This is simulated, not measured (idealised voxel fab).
process module | voxel wiring stack
cross-section cut | 300 nm wide | cells 5 nm
A cross-section is a grid of square cells, given in bands from the top down. A band is one or more rows of cells.
Each band's line starts with the height of the band's top and of its bottom, in nm. Then come its materials from left to right, each with its width in nm. One material with "throughout" fills the band from edge to edge. "air" is empty space.
Height 0 is the level under which the wafer as received is all one material. The lowest band goes on downwards, as in "0 down".
A width such as "30 to 40" changes by the same amount from each row of cells to the next, from the band's top row to its bottom row.
"no change" after a step means that no cell of the cross-section changed.
closed voids: empty space of 8 cells or more with no open way to the top, each as width x height at its distance from the left edge, in nm
after a step's settings: what the simulator itself notes on the step
overlay nm, on a step with a mask: how far to the right of its planned place the mask lay; to the left if negative
plan
1 op RECEIVE | material Si
2 op CONFORMAL_DEP | material SiO2 | thk nm 15
3 op CONFORMAL_DEP | material SiN | thk nm 5
4 op DIRECTIONAL_DEP | material SiO2 | thk nm 15
5 op DIRECTIONAL_DEP | material aC | thk nm 10
6 op PATTERN | tone open | mask id METAL_1 | material resist | width nm 30 | pitch nm 55 | thk nm 25 | overlay nm 0
7 op DIRECTIONAL_ETCH | etch materials aC | depth nm 10
8 op STRIP | etch materials resist
9 op DIRECTIONAL_ETCH | etch materials SiO2 | depth nm 15
10 op DIRECTIONAL_ETCH | etch materials SiN | depth nm 5
11 op STRIP | etch materials aC
12 op CONFORMAL_DEP | material TiN | thk nm 5
13 op FILL_DEP | material Ru | thk nm 10
14 op CMP | height nm 35
15 op CONFORMAL_DEP | material SiCN | thk nm 5
16 op DIRECTIONAL_DEP | material lowk | thk nm 30
17 op PATTERN | tone open | mask id METAL_2 | material resist | width nm 30 | pitch nm 55 | thk nm 20 | overlay nm 0
18 op DIRECTIONAL_ETCH | etch materials lowk | depth nm 20
19 op STRIP | etch materials resist
20 op MASKED_ETCH | tone open | mask id METAL_2_HOLES | width nm 15 | pitch nm 55 | etch materials lowk | depth nm 10 | overlay nm 0
21 op MASKED_ETCH | tone open | mask id METAL_2_HOLES | width nm 15 | pitch nm 55 | etch materials SiCN | depth nm 5 | overlay nm 0
22 op CONFORMAL_DEP | material TiN | thk nm 5
23 op FILL_DEP | material Cu | thk nm 10
24 op CMP | height nm 70
25 op CONFORMAL_DEP | material SiCN | thk nm 5
26 op DIRECTIONAL_DEP | material SiO2 | thk nm 30
27 op MASKED_ETCH | tone open | mask id METAL_3_HOLES | width nm 15 | pitch nm 55 | etch materials SiO2 | depth nm 30 | overlay nm 0
28 op MASKED_ETCH | tone open | mask id METAL_3 | width nm 30 | pitch nm 55 | etch materials SiO2 | depth nm 20 | overlay nm 0
29 op MASKED_ETCH | tone open | mask id METAL_3 | width nm 30 | pitch nm 55 | etch materials SiCN | depth nm 5 | overlay nm 0
30 op CONFORMAL_DEP | material TiN | thk nm 5
31 op FILL_DEP | material Cu | thk nm 5
32 op CMP | height nm 105
33 op CONFORMAL_DEP | material SiCN | thk nm 5
34 op DIRECTIONAL_DEP | material lowk | thk nm 30
35 op MASKED_ETCH | tone open | mask id METAL_4_HOLES | width nm 15 | pitch nm 55 | etch materials lowk | depth nm 30 | overlay nm 0
36 op DIRECTIONAL_DEP | material aC | thk nm 10
37 op PATTERN | tone open | mask id METAL_4 | material resist | width nm 30 | pitch nm 55 | thk nm 30 | overlay nm 0
38 op DIRECTIONAL_ETCH | etch materials aC | depth nm 10
39 op STRIP | etch materials resist
40 op DIRECTIONAL_ETCH | etch materials lowk | depth nm 20
41 op DIRECTIONAL_ETCH | etch materials SiCN | depth nm 5
42 op STRIP | etch materials aC
43 op CONFORMAL_DEP | material TiN | thk nm 5
44 op FILL_DEP | material Cu | thk nm 5
45 op CMP | height nm 140
46 op CONFORMAL_DEP | material SiN | thk nm 5
as received, after step 1
  0 down: Si throughout
  closed voids: none
first wafer at the end, as planned
  145 to 140: SiN throughout
  140 to 125: lowk 80 | TiN 5 | Cu 20 | TiN 5 | lowk 25 | TiN 5 | Cu 20 | TiN 5 | lowk 25 | TiN 5 | Cu 20 | TiN 5 | lowk 80
  125 to 120: lowk 80 | TiN 5 | Cu 5 | TiN 20 | lowk 25 | TiN 5 | Cu 5 | TiN 20 | lowk 25 | TiN 5 | Cu 5 | TiN 20 | lowk 80
  120 to 110: lowk 80 | TiN 5 | Cu 5 | TiN 5 | lowk 40 | TiN 5 | Cu 5 | TiN 5 | lowk 40 | TiN 5 | Cu 5 | TiN 5 | lowk 95
  110 to 105: SiCN 80 | TiN 15 | SiCN 40 | TiN 15 | SiCN 40 | TiN 15 | SiCN 95
  105 to 90: SiO2 80 | TiN 5 | Cu 20 | TiN 5 | SiO2 25 | TiN 5 | Cu 20 | TiN 5 | SiO2 25 | TiN 5 | Cu 20 | TiN 5 | SiO2 80
  90 to 85: SiO2 80 | TiN 5 | Cu 5 | TiN 20 | SiO2 25 | TiN 5 | Cu 5 | TiN 20 | SiO2 25 | TiN 5 | Cu 5 | TiN 20 | SiO2 80
  85 to 75: SiO2 80 | TiN 5 | Cu 5 | TiN 5 | SiO2 40 | TiN 5 | Cu 5 | TiN 5 | SiO2 40 | TiN 5 | Cu 5 | TiN 5 | SiO2 95
  75 to 70: SiCN 80 | TiN 15 | SiCN 40 | TiN 15 | SiCN 40 | TiN 15 | SiCN 95
  70 to 55: lowk 80 | TiN 5 | Cu 20 | TiN 5 | lowk 25 | TiN 5 | Cu 20 | TiN 5 | lowk 25 | TiN 5 | Cu 20 | TiN 5 | lowk 80
  55 to 50: lowk 80 | TiN 5 | Cu 5 | TiN 20 | lowk 25 | TiN 5 | Cu 5 | TiN 20 | lowk 25 | TiN 5 | Cu 5 | TiN 20 | lowk 80
  50 to 40: lowk 80 | TiN 5 | Cu 5 | TiN 5 | lowk 40 | TiN 5 | Cu 5 | TiN 5 | lowk 40 | TiN 5 | Cu 5 | TiN 5 | lowk 95
  40 to 35: SiCN 80 | TiN 15 | SiCN 40 | TiN 15 | SiCN 40 | TiN 15 | SiCN 95
  35 to 20: SiO2 80 | TiN 5 | Ru 20 | TiN 5 | SiO2 25 | TiN 5 | Ru 20 | TiN 5 | SiO2 25 | TiN 5 | Ru 20 | TiN 5 | SiO2 80
  20 to 15: SiN 80 | TiN 30 | SiN 25 | TiN 30 | SiN 25 | TiN 30 | SiN 80
  15 to 0: SiO2 throughout
  0 down: Si throughout
  closed voids: none
second wafer at the end: like start, like plan, one mistake
  145 to 140: SiN throughout
  140 to 125: lowk 80 | TiN 5 | Cu 20 | TiN 5 | lowk 25 | TiN 5 | Cu 20 | TiN 5 | lowk 25 | TiN 5 | Cu 20 | TiN 5 | lowk 80
  125 to 120: lowk 80 | TiN 5 | Cu 5 | TiN 20 | lowk 25 | TiN 5 | Cu 5 | TiN 20 | lowk 25 | TiN 5 | Cu 5 | TiN 20 | lowk 80
  120 to 110: lowk 80 | TiN 5 | Cu 5 | TiN 5 | lowk 40 | TiN 5 | Cu 5 | TiN 5 | lowk 40 | TiN 5 | Cu 5 | TiN 5 | lowk 95
  110 to 105: SiCN 80 | TiN 15 | SiCN 40 | TiN 15 | SiCN 40 | TiN 15 | SiCN 95
  105 to 90: SiO2 80 | TiN 5 | Cu 20 | TiN 5 | SiO2 25 | TiN 5 | Cu 20 | TiN 5 | SiO2 25 | TiN 5 | Cu 20 | TiN 5 | SiO2 80
  90 to 85: SiO2 80 | TiN 5 | Cu 5 | TiN 20 | SiO2 25 | TiN 5 | Cu 5 | TiN 20 | SiO2 25 | TiN 5 | Cu 5 | TiN 20 | SiO2 80
  85 to 75: SiO2 80 | TiN 5 | Cu 5 | TiN 5 | SiO2 40 | TiN 5 | Cu 5 | TiN 5 | SiO2 40 | TiN 5 | Cu 5 | TiN 5 | SiO2 95
  75 to 70: SiCN 80 | TiN 15 | SiCN 40 | TiN 15 | SiCN 40 | TiN 15 | SiCN 95
  70 to 40: lowk throughout
  40 to 35: SiCN throughout
  35 to 20: SiO2 80 | TiN 5 | Ru 20 | TiN 5 | SiO2 25 | TiN 5 | Ru 20 | TiN 5 | SiO2 25 | TiN 5 | Ru 20 | TiN 5 | SiO2 80
  20 to 15: SiN 80 | TiN 30 | SiN 25 | TiN 30 | SiN 25 | TiN 30 | SiN 80
  15 to 0: SiO2 throughout
  0 down: Si throughout
  closed voids: none
what went wrong: step 16 was run twice
at the end the second wafer has, in cells: 45 fewer of Cu | 9 more of SiCN | 54 fewer of TiN | 90 more of lowk
